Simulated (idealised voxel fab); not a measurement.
Documented hereafter: the process module known as voxel ribs on slabs.
Pictured: cross-section cut, 235 nm wide, on a grid of 5 nm square cells.
Each cross-section below is a grid of square cells, stated as bands in top-down order, with one or more rows of cells making up each band.
Band entry format. Leading values: height of top, height of bottom, nm. Remainder: materials in left-to-right order, each with its width in nm. Special words: "throughout" on a single material, which then fills the band edge to edge; "empty", empty space.
Height 0 is the level under which the wafer as received is all one material. The lowest band goes on downwards, as in "from 0 down".
A width such as "30..40" changes by the same amount from each row of cells to the next, from the band's top row to its bottom row.
No cell of the cross-section changed in a step that is given as "stayed the same".
You'll see "Closed void listing" listing empty spaces that have no way open to the top, as long as they're 8 cells or more; the notation is width x height at distance, where the distance is from the left edge, and all of it is in nm.
Heads up: the bit after the settings on a step's line is the simulator's remark on that step.
When a step includes a mask, the "overlay nm" setting on its line states how far to the right of its planned place that mask lay, and negative values state how far to the left.
Process steps foreseen in the plan
1) RECEIVE | material Si
2) DIRECTIONAL_DEP | material SiO2 | thk nm 20
3) DIRECTIONAL_DEP | material SiN | thk nm 25
4) DIRECTIONAL_DEP | material aC | thk nm 15
5) PATTERN | tone cover | mask id RIB | material resist | width nm 30 | thk nm 35 | overlay nm 0
6) DIRECTIONAL_ETCH | etch materials aC | depth nm 15
7) STRIP | etch materials resist
8) DIRECTIONAL_ETCH | etch materials SiN | depth nm 5
9) STRIP | etch materials aC
10) MASKED_ETCH | tone cover | mask id SLAB | width nm 60 | etch materials SiN | depth nm 20 | overlay nm 0
11) FILL_DEP | material SiO2 | thk nm 15
12) CMP | height nm 55
13) DIRECTIONAL_DEP | material TiN | thk nm 5
14) PATTERN | tone cover | mask id HEATER | material resist | width nm 40 | thk nm 20 | overlay nm 0
15) DIRECTIONAL_ETCH | etch materials TiN | depth nm 5
16) STRIP | etch materials resist
17) CONFORMAL_DEP | material SiN | thk nm 5
Below: the first of two wafers, run as planned
Cross-section of the wafer at receipt, which is the condition after step 1
> from 0 down: Si throughout
> Closed void listing: none
The following cross-section depicts the wafer upon completion of step 2
> from 20 to 0: SiO2 throughout
> Below 0 it's all the same as before, nothing changed down there.
The following cross-section depicts the wafer upon completion of step 3
> from 45 to 20: SiN throughout
> Below 20 it's all the same as before, nothing changed down there.
The following cross-section depicts the wafer upon completion of step 4
> from 60 to 45: aC throughout
> Below 45 it's all the same as before, nothing changed down there.
The following cross-section depicts the wafer upon completion of step 5
> from 95 to 60: 100 of empty / 30 of resist / 105 of empty
> Below 60 it's all the same as before, nothing changed down there.
The following cross-section depicts the wafer upon completion of step 6
> from 80 to 60: 100 of empty / 30 of resist / 105 of empty
> from 60 to 45: 100 of empty / 30 of aC / 105 of empty
> Below 45 it's all the same as before, nothing changed down there.
The following cross-section depicts the wafer upon completion of step 7
> from 60 to 45: 100 of empty / 30 of aC / 105 of empty
> Below 45 it's all the same as before, nothing changed down there.
The following cross-section depicts the wafer upon completion of step 8
> from 60 to 45: 100 of empty / 30 of aC / 105 of empty
> from 45 to 40: 100 of empty / 30 of SiN / 105 of empty
> Below 40 it's all the same as before, nothing changed down there.
The following cross-section depicts the wafer upon completion of step 9
> from 45 to 40: 100 of empty / 30 of SiN / 105 of empty
> Below 40 it's all the same as before, nothing changed down there.
The following cross-section depicts the wafer upon completion of step 10
> from 45 to 40: 100 of empty / 30 of SiN / 105 of empty
> from 40 to 20: 85 of empty / 60 of SiN / 90 of empty
> Below 20 it's all the same as before, nothing changed down there.
The following cross-section depicts the wafer upon completion of step 11
> from 60 to 45: SiO2 throughout
> from 45 to 40: 100 of SiO2 / 30 of SiN / 105 of SiO2
> from 40 to 20: 85 of SiO2 / 60 of SiN / 90 of SiO2
> Below 20 it's all the same as before, nothing changed down there.
The following cross-section depicts the wafer upon completion of step 12
> from 55 to 45: SiO2 throughout
> Below 45 it's all the same as before, nothing changed down there.
The following cross-section depicts the wafer upon completion of step 13
> from 60 to 55: TiN throughout
> Below 55 it's all the same as before, nothing changed down there.
The following cross-section depicts the wafer upon completion of step 14
> from 80 to 60: 95 of empty / 40 of resist / 100 of empty
> Below 60 it's all the same as before, nothing changed down there.
The following cross-section depicts the wafer upon completion of step 15
> from 80 to 60: 95 of empty / 40 of resist / 100 of empty
> from 60 to 55: 95 of empty / 40 of TiN / 100 of empty
> Below 55 it's all the same as before, nothing changed down there.
The following cross-section depicts the wafer upon completion of step 16
> from 60 to 55: 95 of empty / 40 of TiN / 100 of empty
> Below 55 it's all the same as before, nothing changed down there.
The following cross-section depicts the wafer upon completion of step 17
> from 65 to 60: 90 of empty / 50 of SiN / 95 of empty
> from 60 to 55: 95 of SiN / 40 of TiN / 100 of SiN
> Below 55 it's all the same as before, nothing changed down there.
The Second Wafer: Common Origin and Plan, One Mistake in Execution, Identical to the First Through Step 9
At the planned end of step 10, the second wafer in cross-section
> from 40 to 25: 85 of SiN / 60 of empty / 90 of SiN
> from 25 to 20: 85 of SiN / 15 of empty / 30 of SiN / 15 of empty / 90 of SiN
> Below 20 it's all the same as before, nothing changed down there.
At the planned end of step 11, the second wafer in cross-section
> from 55 to 40: SiO2 throughout
> from 40 to 25: 85 of SiN / 60 of SiO2 / 90 of SiN
> from 25 to 20: 85 of SiN / 15 of SiO2 / 30 of SiN / 15 of SiO2 / 90 of SiN
> Below 20 it's all the same as before, nothing changed down there.
At the planned end of step 12, the second wafer in cross-section: stayed the same
At the planned end of step 13, the second wafer in cross-section
> from 60 to 55: TiN throughout
> Below 55 it's all the same as before, nothing changed down there.
At the planned end of step 14, the second wafer in cross-section
> from 80 to 60: 95 of empty / 40 of resist / 100 of empty
> Below 60 it's all the same as before, nothing changed down there.
At the planned end of step 15, the second wafer in cross-section
> from 80 to 60: 95 of empty / 40 of resist / 100 of empty
> from 60 to 55: 95 of empty / 40 of TiN / 100 of empty
> Below 55 it's all the same as before, nothing changed down there.
At the planned end of step 16, the second wafer in cross-section
> from 60 to 55: 95 of empty / 40 of TiN / 100 of empty
> Below 55 it's all the same as before, nothing changed down there.
At the planned end of step 17, the second wafer in cross-section
> from 65 to 60: 90 of empty / 50 of SiN / 95 of empty
> from 60 to 55: 95 of SiN / 40 of TiN / 100 of SiN
> Below 55 it's all the same as before, nothing changed down there.
The plan and the run diverged here: it should be noted that step 10 was executed with settings other than those planned, the operation and settings actually applied being MASKED_ETCH | tone open | mask id SLAB | width nm 60 | etch materials SiN | depth nm 20 | overlay nm 0
Final wafer comparison in cells, second versus first, more or fewer per material: 92 more of SiN, 92 fewer of SiO2
